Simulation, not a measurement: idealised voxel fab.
The name of this process module is voxel gate over fins.
Cross-section cut spans 250 nm and uses square cells 5 nm in size.
Notation: cross-section as square-cell grid; stated in bands, top first, going down; one or more cell rows per band.
Top height, bottom height, nm. Materials left to right, width each, nm. Single material + "all across" = fills band edge to edge. "empty" = empty.
Where do heights start? At 0: under that level the wafer as delivered is made of one material only. And the lowest band has no floor; it just carries on downward, as in "0 nm and below".
Note: "30 to 40" means the width goes from the first number (top row of the band) to the second number (bottom row) in equal steps per row of cells.
A step reported as "changes: none" is a step in which no cell of the cross-section changed.
Entry "Trapped cavities". Content: empty spaces with no open connection to the top, size 8 cells or greater. Each: width x height at distance. Distance: from left edge. Unit: nm.
Where a step's line continues beyond its settings, the continuation is a remark by the simulator itself on that step.
The setting "overlay nm" may be written on the line of a step. When the step uses a mask, the value reports how far to the right of the planned place the mask lay, and a negative value reports that it lay to the left.
These are the steps we planned for the process
1) RECEIVE [material Si]
2) CONFORMAL_DEP [material SiN] [thk nm 5]
3) MASKED_ETCH [tone cover] [mask id FINS] [width nm 15] [pitch nm 55] [etch materials SiN] [depth nm 5] [overlay nm 0]
4) MASKED_ETCH [tone cover] [mask id FINS] [width nm 15] [pitch nm 55] [etch materials Si] [depth nm 40] [overlay nm 0]
5) OXIDIZE [depth nm 5]
6) FILL_DEP [material SiO2] [thk nm 15]
7) CMP [height nm 5]
8) MASKED_ETCH [tone open] [mask id RAIL] [width nm 15] [etch materials SiO2] [depth nm 40] [overlay nm 0]
9) CONFORMAL_DEP [material TiN] [thk nm 5]
10) FILL_DEP [material W] [thk nm 10]
11) CMP [height nm 5]
12) SELECTIVE_ETCH [etch materials W Ru TiN] [depth nm 30]
13) FILL_DEP [material SiO2] [thk nm 5]
14) CMP [height nm 5]
15) SELECTIVE_ETCH [etch materials SiO2] [depth nm 20]
16) STRIP [etch materials SiN]
17) CONFORMAL_DEP [material HfO2] [thk nm 5]
18) CONFORMAL_DEP [material TiN] [thk nm 5]
19) FILL_DEP [material W] [thk nm 10]
20) CMP [height nm 15]
21) CONFORMAL_DEP [material SiN] [thk nm 5]
Account of the first of two wafers, which was processed as intended
As received, after step 1
* 0 nm and below: Si all across
* Trapped cavities: none
Once step 2 is through, the wafer looks like this in cross-section
* 5 nm to 0 nm: SiN all across
* Lower than 0, everything is as it was.
Once step 3 is through, the wafer looks like this in cross-section
* 5 nm to 0 nm: 35 empty, 15 SiN, 40 empty, 15 SiN, 40 empty, 15 SiN, 40 empty, 15 SiN, 35 empty
* Lower than 0, everything is as it was.
Once step 4 is through, the wafer looks like this in cross-section
* 5 nm to 0 nm: 35 empty, 15 SiN, 40 empty, 15 SiN, 40 empty, 15 SiN, 40 empty, 15 SiN, 35 empty
* 0 nm to -40 nm: 35 empty, 15 Si, 40 empty, 15 Si, 40 empty, 15 Si, 40 empty, 15 Si, 35 empty
* Lower than -40, everything is as it was.
Once step 5 is through, the wafer looks like this in cross-section
* 5 nm to 0 nm: 35 empty, 15 SiN, 40 empty, 15 SiN, 40 empty, 15 SiN, 40 empty, 15 SiN, 35 empty
* 0 nm to -40 nm: 35 empty, 5 SiO2, 5 Si, 5 SiO2, 40 empty, 5 SiO2, 5 Si, 5 SiO2, 40 empty, 5 SiO2, 5 Si, 5 SiO2, 40 empty, 5 SiO2, 5 Si, 5 SiO2, 35 empty
* -40 nm to -45 nm: 40 SiO2, 5 Si, 50 SiO2, 5 Si, 50 SiO2, 5 Si, 50 SiO2, 5 Si, 40 SiO2
* Lower than -45, everything is as it was.
Once step 6 is through, the wafer looks like this in cross-section
* 20 nm to 5 nm: SiO2 all across
* 5 nm to 0 nm: 35 SiO2, 15 SiN, 40 SiO2, 15 SiN, 40 SiO2, 15 SiN, 40 SiO2, 15 SiN, 35 SiO2
* 0 nm to -45 nm: 40 SiO2, 5 Si, 50 SiO2, 5 Si, 50 SiO2, 5 Si, 50 SiO2, 5 Si, 40 SiO2
* Lower than -45, everything is as it was.
Once step 7 is through, the wafer looks like this in cross-section
* 5 nm to 0 nm: 35 SiO2, 15 SiN, 40 SiO2, 15 SiN, 40 SiO2, 15 SiN, 40 SiO2, 15 SiN, 35 SiO2
* Lower than 0, everything is as it was.
Once step 8 is through, the wafer looks like this in cross-section
* 5 nm to 0 nm: 35 SiO2, 15 SiN, 10 SiO2, 15 empty, 15 SiO2, 15 SiN, 40 SiO2, 15 SiN, 40 SiO2, 15 SiN, 35 SiO2
* 0 nm to -35 nm: 40 SiO2, 5 Si, 15 SiO2, 15 empty, 20 SiO2, 5 Si, 50 SiO2, 5 Si, 50 SiO2, 5 Si, 40 SiO2
* Lower than -35, everything is as it was.
Once step 9 is through, the wafer looks like this in cross-section
* 10 nm to 5 nm: 65 TiN, 5 empty, 180 TiN
* 5 nm to 0 nm: 35 SiO2, 15 SiN, 10 SiO2, 5 TiN, 5 empty, 5 TiN, 15 SiO2, 15 SiN, 40 SiO2, 15 SiN, 40 SiO2, 15 SiN, 35 SiO2
* 0 nm to -30 nm: 40 SiO2, 5 Si, 15 SiO2, 5 TiN, 5 empty, 5 TiN, 20 SiO2, 5 Si, 50 SiO2, 5 Si, 50 SiO2, 5 Si, 40 SiO2
* -30 nm to -35 nm: 40 SiO2, 5 Si, 15 SiO2, 15 TiN, 20 SiO2, 5 Si, 50 SiO2, 5 Si, 50 SiO2, 5 Si, 40 SiO2
* Lower than -35, everything is as it was.
Once step 10 is through, the wafer looks like this in cross-section
* 20 nm to 10 nm: W all across
* 10 nm to 5 nm: 65 TiN, 5 W, 180 TiN
* 5 nm to 0 nm: 35 SiO2, 15 SiN, 10 SiO2, 5 TiN, 5 W, 5 TiN, 15 SiO2, 15 SiN, 40 SiO2, 15 SiN, 40 SiO2, 15 SiN, 35 SiO2
* 0 nm to -30 nm: 40 SiO2, 5 Si, 15 SiO2, 5 TiN, 5 W, 5 TiN, 20 SiO2, 5 Si, 50 SiO2, 5 Si, 50 SiO2, 5 Si, 40 SiO2
* Lower than -30, everything is as it was.
Once step 11 is through, the wafer looks like this in cross-section
* 5 nm to 0 nm: 35 SiO2, 15 SiN, 10 SiO2, 5 TiN, 5 W, 5 TiN, 15 SiO2, 15 SiN, 40 SiO2, 15 SiN, 40 SiO2, 15 SiN, 35 SiO2
* Lower than 0, everything is as it was.
Once step 12 is through, the wafer looks like this in cross-section
* 5 nm to 0 nm: 35 SiO2, 15 SiN, 10 SiO2, 15 empty, 15 SiO2, 15 SiN, 40 SiO2, 15 SiN, 40 SiO2, 15 SiN, 35 SiO2
* 0 nm to -25 nm: 40 SiO2, 5 Si, 15 SiO2, 15 empty, 20 SiO2, 5 Si, 50 SiO2, 5 Si, 50 SiO2, 5 Si, 40 SiO2
* Lower than -25, everything is as it was.
Once step 13 is through, the wafer looks like this in cross-section
* 10 nm to 5 nm: SiO2 all across
* 5 nm to 0 nm: 35 SiO2, 15 SiN, 40 SiO2, 15 SiN, 40 SiO2, 15 SiN, 40 SiO2, 15 SiN, 35 SiO2
* 0 nm to -25 nm: 40 SiO2, 5 Si, 50 SiO2, 5 Si, 50 SiO2, 5 Si, 50 SiO2, 5 Si, 40 SiO2
* Lower than -25, everything is as it was.
Once step 14 is through, the wafer looks like this in cross-section
* 5 nm to 0 nm: 35 SiO2, 15 SiN, 40 SiO2, 15 SiN, 40 SiO2, 15 SiN, 40 SiO2, 15 SiN, 35 SiO2
* Lower than 0, everything is as it was.
Once step 15 is through, the wafer looks like this in cross-section
* 5 nm to 0 nm: 35 empty, 15 SiN, 40 empty, 15 SiN, 40 empty, 15 SiN, 40 empty, 15 SiN, 35 empty
* 0 nm to -15 nm: 40 empty, 5 Si, 50 empty, 5 Si, 50 empty, 5 Si, 50 empty, 5 Si, 40 empty
* Lower than -15, everything is as it was.
Once step 16 is through, the wafer looks like this in cross-section
* 0 nm to -15 nm: 40 empty, 5 Si, 50 empty, 5 Si, 50 empty, 5 Si, 50 empty, 5 Si, 40 empty
* Lower than -15, everything is as it was.
Once step 17 is through, the wafer looks like this in cross-section
* 5 nm to 0 nm: 35 empty, 15 HfO2, 40 empty, 15 HfO2, 40 empty, 15 HfO2, 40 empty, 15 HfO2, 35 empty
* 0 nm to -10 nm: 35 empty, 5 HfO2, 5 Si, 5 HfO2, 40 empty, 5 HfO2, 5 Si, 5 HfO2, 40 empty, 5 HfO2, 5 Si, 5 HfO2, 40 empty, 5 HfO2, 5 Si, 5 HfO2, 35 empty
* -10 nm to -15 nm: 40 HfO2, 5 Si, 50 HfO2, 5 Si, 50 HfO2, 5 Si, 50 HfO2, 5 Si, 40 HfO2
* Lower than -15, everything is as it was.
Once step 18 is through, the wafer looks like this in cross-section
* 10 nm to 5 nm: 30 empty, 25 TiN, 30 empty, 25 TiN, 30 empty, 25 TiN, 30 empty, 25 TiN, 30 empty
* 5 nm to 0 nm: 30 empty, 5 TiN, 15 HfO2, 5 TiN, 30 empty, 5 TiN, 15 HfO2, 5 TiN, 30 empty, 5 TiN, 15 HfO2, 5 TiN, 30 empty, 5 TiN, 15 HfO2, 5 TiN, 30 empty
* 0 nm to -5 nm: 30 empty, 5 TiN, 5 HfO2, 5 Si, 5 HfO2, 5 TiN, 30 empty, 5 TiN, 5 HfO2, 5 Si, 5 HfO2, 5 TiN, 30 empty, 5 TiN, 5 HfO2, 5 Si, 5 HfO2, 5 TiN, 30 empty, 5 TiN, 5 HfO2, 5 Si, 5 HfO2, 5 TiN, 30 empty
* -5 nm to -10 nm: 35 TiN, 5 HfO2, 5 Si, 5 HfO2, 40 TiN, 5 HfO2, 5 Si, 5 HfO2, 40 TiN, 5 HfO2, 5 Si, 5 HfO2, 40 TiN, 5 HfO2, 5 Si, 5 HfO2, 35 TiN
* Lower than -10, everything is as it was.
Once step 19 is through, the wafer looks like this in cross-section
* 20 nm to 10 nm: W all across
* 10 nm to 5 nm: 30 W, 25 TiN, 30 W, 25 TiN, 30 W, 25 TiN, 30 W, 25 TiN, 30 W
* 5 nm to 0 nm: 30 W, 5 TiN, 15 HfO2, 5 TiN, 30 W, 5 TiN, 15 HfO2, 5 TiN, 30 W, 5 TiN, 15 HfO2, 5 TiN, 30 W, 5 TiN, 15 HfO2, 5 TiN, 30 W
* 0 nm to -5 nm: 30 W, 5 TiN, 5 HfO2, 5 Si, 5 HfO2, 5 TiN, 30 W, 5 TiN, 5 HfO2, 5 Si, 5 HfO2, 5 TiN, 30 W, 5 TiN, 5 HfO2, 5 Si, 5 HfO2, 5 TiN, 30 W, 5 TiN, 5 HfO2, 5 Si, 5 HfO2, 5 TiN, 30 W
* Lower than -5, everything is as it was.
Once step 20 is through, the wafer looks like this in cross-section
* 15 nm to 10 nm: W all across
* Lower than 10, everything is as it was.
Once step 21 is through, the wafer looks like this in cross-section
* 20 nm to 15 nm: SiN all across
* Lower than 15, everything is as it was.
Regarding the second of the two wafers: it shared the first wafer's starting condition and process plan, yet one error occurred during its execution. Its history coincides with that of the first wafer up to and including step 9
Second wafer, sectioned view, at step 10's planned end time
* 20 nm to 10 nm: HfO2 all across
* 10 nm to 5 nm: 65 TiN, 5 HfO2, 180 TiN
* 5 nm to 0 nm: 35 SiO2, 15 SiN, 10 SiO2, 5 TiN, 5 HfO2, 5 TiN, 15 SiO2, 15 SiN, 40 SiO2, 15 SiN, 40 SiO2, 15 SiN, 35 SiO2
* 0 nm to -30 nm: 40 SiO2, 5 Si, 15 SiO2, 5 TiN, 5 HfO2, 5 TiN, 20 SiO2, 5 Si, 50 SiO2, 5 Si, 50 SiO2, 5 Si, 40 SiO2
* Lower than -30, everything is as it was.
Second wafer, sectioned view, at step 11's planned end time
* 5 nm to 0 nm: 35 SiO2, 15 SiN, 10 SiO2, 5 TiN, 5 HfO2, 5 TiN, 15 SiO2, 15 SiN, 40 SiO2, 15 SiN, 40 SiO2, 15 SiN, 35 SiO2
* Lower than 0, everything is as it was.
Second wafer, sectioned view, at step 12's planned end time
* 5 nm to 0 nm: 35 SiO2, 15 SiN, 10 SiO2, 5 empty, 5 HfO2, 5 empty, 15 SiO2, 15 SiN, 40 SiO2, 15 SiN, 40 SiO2, 15 SiN, 35 SiO2
* 0 nm to -25 nm: 40 SiO2, 5 Si, 15 SiO2, 5 empty, 5 HfO2, 5 empty, 20 SiO2, 5 Si, 50 SiO2, 5 Si, 50 SiO2, 5 Si, 40 SiO2
* Lower than -25, everything is as it was.
Second wafer, sectioned view, at step 13's planned end time
* 10 nm to 5 nm: SiO2 all across
* 5 nm to 0 nm: 35 SiO2, 15 SiN, 15 SiO2, 5 HfO2, 20 SiO2, 15 SiN, 40 SiO2, 15 SiN, 40 SiO2, 15 SiN, 35 SiO2
* 0 nm to -25 nm: 40 SiO2, 5 Si, 20 SiO2, 5 HfO2, 25 SiO2, 5 Si, 50 SiO2, 5 Si, 50 SiO2, 5 Si, 40 SiO2
* Lower than -25, everything is as it was.
Second wafer, sectioned view, at step 14's planned end time
* 5 nm to 0 nm: 35 SiO2, 15 SiN, 15 SiO2, 5 HfO2, 20 SiO2, 15 SiN, 40 SiO2, 15 SiN, 40 SiO2, 15 SiN, 35 SiO2
* Lower than 0, everything is as it was.
Second wafer, sectioned view, at step 15's planned end time
* 5 nm to 0 nm: 35 empty, 15 SiN, 15 empty, 5 HfO2, 20 empty, 15 SiN, 40 empty, 15 SiN, 40 empty, 15 SiN, 35 empty
* 0 nm to -15 nm: 40 empty, 5 Si, 20 empty, 5 HfO2, 25 empty, 5 Si, 50 empty, 5 Si, 50 empty, 5 Si, 40 empty
* Lower than -15, everything is as it was.
Second wafer, sectioned view, at step 16's planned end time
* 5 nm to 0 nm: 65 empty, 5 HfO2, 180 empty
* Lower than 0, everything is as it was.
Second wafer, sectioned view, at step 17's planned end time
* 10 nm to 5 nm: 60 empty, 15 HfO2, 175 empty
* 5 nm to 0 nm: 35 empty, 15 HfO2, 10 empty, 15 HfO2, 15 empty, 15 HfO2, 40 empty, 15 HfO2, 40 empty, 15 HfO2, 35 empty
* 0 nm to -10 nm: 35 empty, 5 HfO2, 5 Si, 5 HfO2, 10 empty, 15 HfO2, 15 empty, 5 HfO2, 5 Si, 5 HfO2, 40 empty, 5 HfO2, 5 Si, 5 HfO2, 40 empty, 5 HfO2, 5 Si, 5 HfO2, 35 empty
* -10 nm to -15 nm: 40 HfO2, 5 Si, 50 HfO2, 5 Si, 50 HfO2, 5 Si, 50 HfO2, 5 Si, 40 HfO2
* Lower than -15, everything is as it was.
Second wafer, sectioned view, at step 18's planned end time
* 15 nm to 10 nm: 55 empty, 25 TiN, 170 empty
* 10 nm to 5 nm: 30 empty, 30 TiN, 15 HfO2, 5 TiN, 5 empty, 25 TiN, 30 empty, 25 TiN, 30 empty, 25 TiN, 30 empty
* 5 nm to 0 nm: 30 empty, 5 TiN, 15 HfO2, 10 TiN, 15 HfO2, 5 TiN, 5 empty, 5 TiN, 15 HfO2, 5 TiN, 30 empty, 5 TiN, 15 HfO2, 5 TiN, 30 empty, 5 TiN, 15 HfO2, 5 TiN, 30 empty
* 0 nm to -5 nm: 30 empty, 5 TiN, 5 HfO2, 5 Si, 5 HfO2, 10 TiN, 15 HfO2, 5 TiN, 5 empty, 5 TiN, 5 HfO2, 5 Si, 5 HfO2, 5 TiN, 30 empty, 5 TiN, 5 HfO2, 5 Si, 5 HfO2, 5 TiN, 30 empty, 5 TiN, 5 HfO2, 5 Si, 5 HfO2, 5 TiN, 30 empty
* -5 nm to -10 nm: 35 TiN, 5 HfO2, 5 Si, 5 HfO2, 10 TiN, 15 HfO2, 15 TiN, 5 HfO2, 5 Si, 5 HfO2, 40 TiN, 5 HfO2, 5 Si, 5 HfO2, 40 TiN, 5 HfO2, 5 Si, 5 HfO2, 35 TiN
* Lower than -10, everything is as it was.
Second wafer, sectioned view, at step 19's planned end time
* 25 nm to 15 nm: W all across
* 15 nm to 10 nm: 55 W, 25 TiN, 170 W
* 10 nm to 5 nm: 30 W, 30 TiN, 15 HfO2, 5 TiN, 5 W, 25 TiN, 30 W, 25 TiN, 30 W, 25 TiN, 30 W
* 5 nm to 0 nm: 30 W, 5 TiN, 15 HfO2, 10 TiN, 15 HfO2, 5 TiN, 5 W, 5 TiN, 15 HfO2, 5 TiN, 30 W, 5 TiN, 15 HfO2, 5 TiN, 30 W, 5 TiN, 15 HfO2, 5 TiN, 30 W
* 0 nm to -5 nm: 30 W, 5 TiN, 5 HfO2, 5 Si, 5 HfO2, 10 TiN, 15 HfO2, 5 TiN, 5 W, 5 TiN, 5 HfO2, 5 Si, 5 HfO2, 5 TiN, 30 W, 5 TiN, 5 HfO2, 5 Si, 5 HfO2, 5 TiN, 30 W, 5 TiN, 5 HfO2, 5 Si, 5 HfO2, 5 TiN, 30 W
* Lower than -5, everything is as it was.
Second wafer, sectioned view, at step 20's planned end time
* 15 nm to 10 nm: 55 W, 25 TiN, 170 W
* Lower than 10, everything is as it was.
Second wafer, sectioned view, at step 21's planned end time
* 20 nm to 15 nm: SiN all across
* Lower than 15, everything is as it was.
Misprocessing identified: step 10 did not use the planned setting and instead ran as FILL_DEP [material HfO2] [thk nm 10]
Bottom line after processing is that, in cells, the second wafer is up or down on some materials versus the first: 15 more of HfO2, 2 fewer of SiO2, 8 more of TiN, 21 fewer of W
